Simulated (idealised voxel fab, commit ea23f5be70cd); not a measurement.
process module | voxel double patterning
cross-section cut | 155 nm wide | cells 5 nm
A cross-section is a grid of square cells, given in bands from the top down. A band is one or more rows of cells.
Each band's line starts with the height of the band's top and of its bottom, in nm. Then come its materials from left to right, each with its width in nm. One material with "throughout" fills the band from edge to edge. "air" is empty space.
Height 0 is the level under which the wafer as received is all one material. The lowest band goes on downwards, as in "0 down".
A width such as "30 to 40" changes by the same amount from each row of cells to the next, from the band's top row to its bottom row.
"no change" after a step means that no cell of the cross-section changed.
closed voids: empty space of 8 cells or more with no open way to the top, each as width x height at its distance from the left edge, in nm
after a step's settings: what the simulator itself notes on the step
overlay nm, on a step with a mask: how far to the right of its planned place the mask lay; to the left if negative
plan
1 op RECEIVE | material Si
2 op CONFORMAL_DEP | material SiO2 | thk nm 10
3 op DIRECTIONAL_DEP | material TiN | thk nm 15
4 op DIRECTIONAL_DEP | material SiCN | thk nm 10
5 op DIRECTIONAL_DEP | material aC | thk nm 15
6 op PATTERN | tone open | mask id FIRST | material resist | width nm 15 | pitch nm 50 | thk nm 35 | overlay nm 0
7 op DIRECTIONAL_ETCH | etch materials aC | depth nm 15
8 op STRIP | etch materials resist
9 op DIRECTIONAL_ETCH | etch materials SiCN | depth nm 10
10 op STRIP | etch materials aC
11 op MASKED_ETCH | tone open | mask id SECOND | width nm 15 | pitch nm 50 | etch materials SiCN | depth nm 10 | overlay nm 0
12 op DIRECTIONAL_ETCH | etch materials TiN | depth nm 15
13 op STRIP | etch materials SiCN
varied across the wafers: width nm of step 11. The plan shows the first wafer's value. All wafers start alike
first wafer as received, after step 1
  0 down: Si throughout
  closed voids: none
each wafer at the end: cells of each material gained (+) or lost (-) since it was received, then its closed voids
width nm 15 | +62 SiO2 | +48 TiN | closed voids: none
width nm 20 | +62 SiO2 | +42 TiN | closed voids: none
width nm 25 | +62 SiO2 | +36 TiN | closed voids: none
width nm 30 | +62 SiO2 | +30 TiN | closed voids: none
